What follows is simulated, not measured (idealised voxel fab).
process module | voxel wiring stack
Shown is cross-section cut, with a width of 175 nm and square cells of size 5 nm.
Bands, listed from the top down, are how a cross-section gets written in this document; the cross-section itself is a grid of square cells, and a band is one or more rows of them. Top height, bottom height, nm. Materials left to right, width each, nm. Single material + "edge to edge" = fills band edge to edge. "air" = empty. Heights are measured from 0, the level below which the as-received wafer is all one material; the lowest band has no bottom and continues downward, written as in "0 and below". A width such as "30->40" changes by the same amount from each row of cells to the next, from the band's top row to its bottom row. The cross-section has no changed cell in any step marked "no modification". Empty spaces without an open route to the top, at least 8 cells in extent, make up the entry "Enclosed internal cavities"; each is given as width x height at distance, where the distance is measured from the left edge, and all are in nm. It should be noted that, on the line of a given step, the content following the step's settings is a remark produced by the simulator itself with respect to that step. The setting "overlay nm" may be written on the line of a step. When the step uses a mask, the value reports how far to the right of the planned place the mask lay, and a negative value reports that it lay to the left.
## The process steps that were planned are listed below
1. RECEIVE | material Si
2. CONFORMAL_DEP | material SiO2 | thk nm 15
3. DIRECTIONAL_DEP | material TiN | thk nm 5
4. DIRECTIONAL_DEP | material Ru | thk nm 15
5. MASKED_ETCH | tone cover | mask id METAL_1 | width nm 20 | pitch nm 40 | etch materials Ru | depth nm 15 | overlay nm 0
6. MASKED_ETCH | tone cover | mask id METAL_1 | width nm 20 | pitch nm 40 | etch materials TiN | depth nm 5 | overlay nm 0
7. CONFORMAL_DEP | material SiN | thk nm 5
8. FILL_DEP | material SiO2 | thk nm 10
9. CMP | height nm 35
10. CONFORMAL_DEP | material SiCN | thk nm 5
11. DIRECTIONAL_DEP | material SiO2 | thk nm 20
12. DIRECTIONAL_DEP | material aC | thk nm 10
13. PATTERN | tone open | mask id PLUG_1 | material resist | width nm 15 | pitch nm 80 | thk nm 30 | overlay nm 0
14. DIRECTIONAL_ETCH | etch materials aC | depth nm 10
15. STRIP | etch materials resist
16. DIRECTIONAL_ETCH | etch materials SiO2 | depth nm 20
17. DIRECTIONAL_ETCH | etch materials SiCN | depth nm 5
18. STRIP | etch materials aC
19. CONFORMAL_DEP | material TiN | thk nm 5
20. FILL_DEP | material Ru | thk nm 5
21. CMP | height nm 60
22. CONFORMAL_DEP | material SiCN | thk nm 5
23. DIRECTIONAL_DEP | material SiO2 | thk nm 15
24. MASKED_ETCH | tone open | mask id METAL_2 | width nm 20 | pitch nm 40 | etch materials SiO2 | depth nm 15 | overlay nm 0
25. MASKED_ETCH | tone open | mask id METAL_2 | width nm 20 | pitch nm 40 | etch materials SiCN | depth nm 5 | overlay nm 0
26. CONFORMAL_DEP | material TiN | thk nm 5
27. FILL_DEP | material Ru | thk nm 5
28. CMP | height nm 80
29. CONFORMAL_DEP | material SiCN | thk nm 5
## As-received wafer cross-section (after step 1)
> 0 and below | Si edge to edge
> Enclosed internal cavities: none
## End-of-module XS, first of two wafers, run as planned
> 85 down to 80 | SiCN edge to edge
> 80 down to 65 | 35 SiO2 | 5 TiN | 10 Ru | 5 TiN | 20 SiO2 | 5 TiN | 10 Ru | 5 TiN | 20 SiO2 | 5 TiN | 10 Ru | 5 TiN | 40 SiO2
> 65 down to 60 | 35 SiCN | 20 TiN | 20 SiCN | 20 TiN | 20 SiCN | 20 TiN | 40 SiCN
> 60 down to 40 | 35 SiO2 | 5 TiN | 5 Ru | 5 TiN | 65 SiO2 | 5 TiN | 5 Ru | 5 TiN | 45 SiO2
> 40 down to 35 | 35 SiCN | 15 TiN | 65 SiCN | 15 TiN | 45 SiCN
> 35 down to 20 | 30 SiO2 | 5 SiN | 20 Ru | 5 SiN | 10 SiO2 | 5 SiN | 20 Ru | 5 SiN | 10 SiO2 | 5 SiN | 20 Ru | 5 SiN | 35 SiO2
> 20 down to 15 | 35 SiN | 20 TiN | 20 SiN | 20 TiN | 20 SiN | 20 TiN | 40 SiN
> 15 down to 0 | SiO2 edge to edge
> 0 and below | Si edge to edge
> Enclosed internal cavities: none
## End-of-module cross-section of the second wafer: identical starting point and process plan to the first, with one processing mistake
> 85 down to 80 | SiCN edge to edge
> 80 down to 65 | 35 SiO2 | 5 TiN | 10 Ru | 5 TiN | 20 SiO2 | 5 TiN | 10 Ru | 5 TiN | 20 SiO2 | 5 TiN | 10 Ru | 5 TiN | 40 SiO2
> 65 down to 60 | 35 SiCN | 20 TiN | 20 SiCN | 20 TiN | 20 SiCN | 20 TiN | 40 SiCN
> 60 down to 40 | 35 SiO2 | 5 TiN | 5 Ru | 5 TiN | 65 SiO2 | 5 TiN | 5 Ru | 5 TiN | 45 SiO2
> 40 down to 35 | 35 SiCN | 15 TiN | 65 SiCN | 15 TiN | 45 SiCN
> 35 down to 25 | SiO2 edge to edge
> 25 down to 20 | 30 SiO2 | 30 SiN | 10 SiO2 | 30 SiN | 10 SiO2 | 30 SiN | 35 SiO2
> 20 down to 15 | 35 SiN | 20 TiN | 20 SiN | 20 TiN | 20 SiN | 20 TiN | 40 SiN
> 15 down to 0 | SiO2 edge to edge
> 0 and below | Si edge to edge
> Enclosed internal cavities: none
In executing the process, a mistake was made relative to the plan: plan step 4 skipped
Final comparison by cell count, materials where the second wafer has more or fewer than the first: -36 Ru, +36 SiO2
